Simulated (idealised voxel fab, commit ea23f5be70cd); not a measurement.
process module | voxel air gaps
cross-section cut | 205 nm wide | cells 5 nm
A cross-section is a grid of square cells, given in bands from the top down. A band is one or more rows of cells.
Each band's line starts with the height of the band's top and of its bottom, in nm. Then come its materials from left to right, each with its width in nm. One material with "throughout" fills the band from edge to edge. "air" is empty space.
Height 0 is the level under which the wafer as received is all one material. The lowest band goes on downwards, as in "0 down".
A width such as "30 to 40" changes by the same amount from each row of cells to the next, from the band's top row to its bottom row.
"no change" after a step means that no cell of the cross-section changed.
closed voids: empty space of 8 cells or more with no open way to the top, each as width x height at its distance from the left edge, in nm
after a step's settings: what the simulator itself notes on the step
overlay nm, on a step with a mask: how far to the right of its planned place the mask lay; to the left if negative
plan
1 op RECEIVE | material Si
2 op CONFORMAL_DEP | material SiO2 | thk nm 15
3 op CONFORMAL_DEP | material SiN | thk nm 5
4 op DIRECTIONAL_DEP | material lowk | thk nm 40
5 op DIRECTIONAL_DEP | material aC | thk nm 15
6 op PATTERN | tone open | mask id LINES | material resist | width nm 25 | pitch nm 50 | thk nm 30 | overlay nm 0
7 op DIRECTIONAL_ETCH | etch materials aC | depth nm 15
8 op STRIP | etch materials resist
9 op DIRECTIONAL_ETCH | etch materials lowk | depth nm 40
10 op STRIP | etch materials aC
11 op CONFORMAL_DEP | material TiN | thk nm 5
12 op FILL_DEP | material W | thk nm 10
13 op CMP | height nm 60
14 op EPI | material Ru | thk nm 10
15 op SELECTIVE_ETCH | etch materials lowk | depth nm 50
16 op CONFORMAL_DEP | material SiCN | thk nm 5
first wafer, as planned
as received, after step 1
  0 down: Si throughout
  closed voids: none
after step 2
  15 to 0: SiO2 throughout
  below 0: unchanged
after step 3
  20 to 15: SiN throughout
  below 15: unchanged
after step 4
  60 to 20: lowk throughout
  below 20: unchanged
after step 5
  75 to 60: aC throughout
  below 60: unchanged
after step 6
  105 to 75: resist 40 | air 25 | resist 25 | air 25 | resist 25 | air 25 | resist 40
  below 75: unchanged
after step 7
  90 to 75: resist 40 | air 25 | resist 25 | air 25 | resist 25 | air 25 | resist 40
  75 to 60: aC 40 | air 25 | aC 25 | air 25 | aC 25 | air 25 | aC 40
  below 60: unchanged
after step 8
  75 to 60: aC 40 | air 25 | aC 25 | air 25 | aC 25 | air 25 | aC 40
  below 60: unchanged
after step 9
  75 to 60: aC 40 | air 25 | aC 25 | air 25 | aC 25 | air 25 | aC 40
  60 to 20: lowk 40 | air 25 | lowk 25 | air 25 | lowk 25 | air 25 | lowk 40
  below 20: unchanged
after step 10
  60 to 20: lowk 40 | air 25 | lowk 25 | air 25 | lowk 25 | air 25 | lowk 40
  below 20: unchanged
after step 11
  65 to 60: TiN 45 | air 15 | TiN 35 | air 15 | TiN 35 | air 15 | TiN 45
  60 to 25: lowk 40 | TiN 5 | air 15 | TiN 5 | lowk 25 | TiN 5 | air 15 | TiN 5 | lowk 25 | TiN 5 | air 15 | TiN 5 | lowk 40
  25 to 20: lowk 40 | TiN 25 | lowk 25 | TiN 25 | lowk 25 | TiN 25 | lowk 40
  below 20: unchanged
after step 12
  75 to 65: W throughout
  65 to 60: TiN 45 | W 15 | TiN 35 | W 15 | TiN 35 | W 15 | TiN 45
  60 to 25: lowk 40 | TiN 5 | W 15 | TiN 5 | lowk 25 | TiN 5 | W 15 | TiN 5 | lowk 25 | TiN 5 | W 15 | TiN 5 | lowk 40
  below 25: unchanged
after step 13
  60 to 25: lowk 40 | TiN 5 | W 15 | TiN 5 | lowk 25 | TiN 5 | W 15 | TiN 5 | lowk 25 | TiN 5 | W 15 | TiN 5 | lowk 40
  below 25: unchanged
after step 14
  70 to 60: air 30 | Ru 45 | air 5 | Ru 45 | air 5 | Ru 45 | air 30
  below 60: unchanged
after step 15
  70 to 60: air 30 | Ru 45 | air 5 | Ru 45 | air 5 | Ru 45 | air 30
  60 to 25: air 40 | TiN 5 | W 15 | TiN 5 | air 25 | TiN 5 | W 15 | TiN 5 | air 25 | TiN 5 | W 15 | TiN 5 | air 40
  25 to 20: air 40 | TiN 25 | air 25 | TiN 25 | air 25 | TiN 25 | air 40
  below 20: unchanged
after step 16
  75 to 70: air 25 | SiCN 155 | air 25
  70 to 60: air 25 | SiCN 5 | Ru 45 | SiCN 5 | Ru 45 | SiCN 5 | Ru 45 | SiCN 5 | air 25
  60 to 55: air 25 | SiCN 15 | TiN 5 | W 15 | TiN 5 | SiCN 25 | TiN 5 | W 15 | TiN 5 | SiCN 25 | TiN 5 | W 15 | TiN 5 | SiCN 15 | air 25
  55 to 25: air 35 | SiCN 5 | TiN 5 | W 15 | TiN 5 | SiCN 5 | air 15 | SiCN 5 | TiN 5 | W 15 | TiN 5 | SiCN 5 | air 15 | SiCN 5 | TiN 5 | W 15 | TiN 5 | SiCN 5 | air 35
  25 to 20: SiCN 40 | TiN 25 | SiCN 25 | TiN 25 | SiCN 25 | TiN 25 | SiCN 40
  below 20: unchanged
  closed voids: 15 x 30 at 70; 15 x 30 at 120
second wafer: like start, like plan, one mistake. Through step 1 it matches the first wafer
when step 2 should have ended
  30 to 0: SiO2 throughout
  below 0: unchanged
when step 3 should have ended
  35 to 30: SiN throughout
  below 30: unchanged
when step 4 should have ended
  75 to 35: lowk throughout
  below 35: unchanged
when step 5 should have ended
  90 to 75: aC throughout
  below 75: unchanged
when step 6 should have ended
  120 to 90: resist 40 | air 25 | resist 25 | air 25 | resist 25 | air 25 | resist 40
  below 90: unchanged
when step 7 should have ended
  105 to 90: resist 40 | air 25 | resist 25 | air 25 | resist 25 | air 25 | resist 40
  90 to 75: aC 40 | air 25 | aC 25 | air 25 | aC 25 | air 25 | aC 40
  below 75: unchanged
when step 8 should have ended
  90 to 75: aC 40 | air 25 | aC 25 | air 25 | aC 25 | air 25 | aC 40
  below 75: unchanged
when step 9 should have ended
  90 to 75: aC 40 | air 25 | aC 25 | air 25 | aC 25 | air 25 | aC 40
  75 to 35: lowk 40 | air 25 | lowk 25 | air 25 | lowk 25 | air 25 | lowk 40
  below 35: unchanged
when step 10 should have ended
  75 to 35: lowk 40 | air 25 | lowk 25 | air 25 | lowk 25 | air 25 | lowk 40
  below 35: unchanged
when step 11 should have ended
  80 to 75: TiN 45 | air 15 | TiN 35 | air 15 | TiN 35 | air 15 | TiN 45
  75 to 40: lowk 40 | TiN 5 | air 15 | TiN 5 | lowk 25 | TiN 5 | air 15 | TiN 5 | lowk 25 | TiN 5 | air 15 | TiN 5 | lowk 40
  40 to 35: lowk 40 | TiN 25 | lowk 25 | TiN 25 | lowk 25 | TiN 25 | lowk 40
  below 35: unchanged
when step 12 should have ended
  90 to 80: W throughout
  80 to 75: TiN 45 | W 15 | TiN 35 | W 15 | TiN 35 | W 15 | TiN 45
  75 to 40: lowk 40 | TiN 5 | W 15 | TiN 5 | lowk 25 | TiN 5 | W 15 | TiN 5 | lowk 25 | TiN 5 | W 15 | TiN 5 | lowk 40
  below 40: unchanged
when step 13 should have ended
  60 to 40: lowk 40 | TiN 5 | W 15 | TiN 5 | lowk 25 | TiN 5 | W 15 | TiN 5 | lowk 25 | TiN 5 | W 15 | TiN 5 | lowk 40
  below 40: unchanged
when step 14 should have ended
  70 to 60: air 30 | Ru 45 | air 5 | Ru 45 | air 5 | Ru 45 | air 30
  below 60: unchanged
when step 15 should have ended
  70 to 60: air 30 | Ru 45 | air 5 | Ru 45 | air 5 | Ru 45 | air 30
  60 to 40: air 40 | TiN 5 | W 15 | TiN 5 | air 25 | TiN 5 | W 15 | TiN 5 | air 25 | TiN 5 | W 15 | TiN 5 | air 40
  40 to 35: air 40 | TiN 25 | air 25 | TiN 25 | air 25 | TiN 25 | air 40
  below 35: unchanged
when step 16 should have ended
  75 to 70: air 25 | SiCN 155 | air 25
  70 to 60: air 25 | SiCN 5 | Ru 45 | SiCN 5 | Ru 45 | SiCN 5 | Ru 45 | SiCN 5 | air 25
  60 to 55: air 25 | SiCN 15 | TiN 5 | W 15 | TiN 5 | SiCN 25 | TiN 5 | W 15 | TiN 5 | SiCN 25 | TiN 5 | W 15 | TiN 5 | SiCN 15 | air 25
  55 to 40: air 35 | SiCN 5 | TiN 5 | W 15 | TiN 5 | SiCN 5 | air 15 | SiCN 5 | TiN 5 | W 15 | TiN 5 | SiCN 5 | air 15 | SiCN 5 | TiN 5 | W 15 | TiN 5 | SiCN 5 | air 35
  40 to 35: SiCN 40 | TiN 25 | SiCN 25 | TiN 25 | SiCN 25 | TiN 25 | SiCN 40
  below 35: unchanged
  closed voids: 15 x 15 at 70; 15 x 15 at 120
what went wrong: step 2 was run twice
at the end the second wafer has, in cells: 18 fewer of SiCN | 123 more of SiO2 | 18 fewer of TiN | 27 fewer of W
